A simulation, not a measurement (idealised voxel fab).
The process module that follows is named voxel gate over fins.
Each square cell in cross-section cut measures 5 nm, and the section as a whole is 245 nm wide.
In what follows, cross-sections appear as grids of square cells, described through bands that run from the top down, where every band is one or more rows of cells. Top height, bottom height, nm. Materials left to right, width each, nm. Single material + "throughout" = fills band edge to edge. "empty" = empty. Heights are expressed relative to 0, this being the level below which the as-received wafer comprises one material exclusively. The lowest band is unbounded in the downward direction and is denoted as in "0 and below". Quick explanation for "30->40": the width changes in equal steps down the rows of cells, from the first number in the band's top row to the second number in its bottom row. Step marked "nothing changed"? Then no cell in the cross-section changed in it. For the entry "Closed void listing", the listed items are empty spaces with no open way to the top whose size is 8 cells or more; each item follows the pattern width x height at distance, where distance is from the left edge and all three are in nm. Where a step's line continues beyond its settings, the continuation is a remark by the simulator itself on that step. For masked steps, "overlay nm" on the step line gives how far right of plan the mask actually lay; a minus sign means it lay to the left.
# Planned process steps
1: op RECEIVE | material Si
2: op CONFORMAL_DEP | material SiN | thk nm 10
3: op PATTERN | tone cover | mask id FINS | material resist | width nm 15 | pitch nm 35 | thk nm 20 | overlay nm 0
4: op DIRECTIONAL_ETCH | etch materials SiN | depth nm 10
5: op DIRECTIONAL_ETCH | etch materials Si | depth nm 40
6: op STRIP | etch materials resist
7: op FILL_DEP | material SiO2 | thk nm 5
8: op CMP | height nm 10
9: op SELECTIVE_ETCH | etch materials SiO2 | depth nm 20
10: op STRIP | etch materials SiN
11: op CONFORMAL_DEP | material HfO2 | thk nm 5
12: op CONFORMAL_DEP | material TiN | thk nm 5
13: op FILL_DEP | material W | thk nm 10
14: op CMP | height nm 15
15: op CONFORMAL_DEP | material SiN | thk nm 10
# Incoming wafer, cross-sectional view, post step 1
  0 and below = Si throughout
  Closed void listing: none
# Wafer at module end, in section. Began as above, planned as above, run with one mistake
  15 down to 5 = SiN throughout
  5 down to 0 = 85 nm W, then 5 nm TiN, then 25 nm HfO2, then 10 nm TiN, then 25 nm HfO2, then 5 nm TiN, then 90 nm W
  0 down to -5 = 90 nm TiN, then 5 nm HfO2, then 15 nm Si, then 5 nm HfO2, then 10 nm TiN, then 5 nm HfO2, then 15 nm Si, then 5 nm HfO2, then 95 nm TiN
  -5 down to -10 = 95 nm HfO2, then 15 nm Si, then 20 nm HfO2, then 15 nm Si, then 100 nm HfO2
  -10 down to -40 = 95 nm SiO2, then 15 nm Si, then 20 nm SiO2, then 15 nm Si, then 100 nm SiO2
  -40 and below = Si throughout
  Closed void listing: none
What was done differently from what was planned? step 14 changed vs plan, executed as op CMP | height nm 5
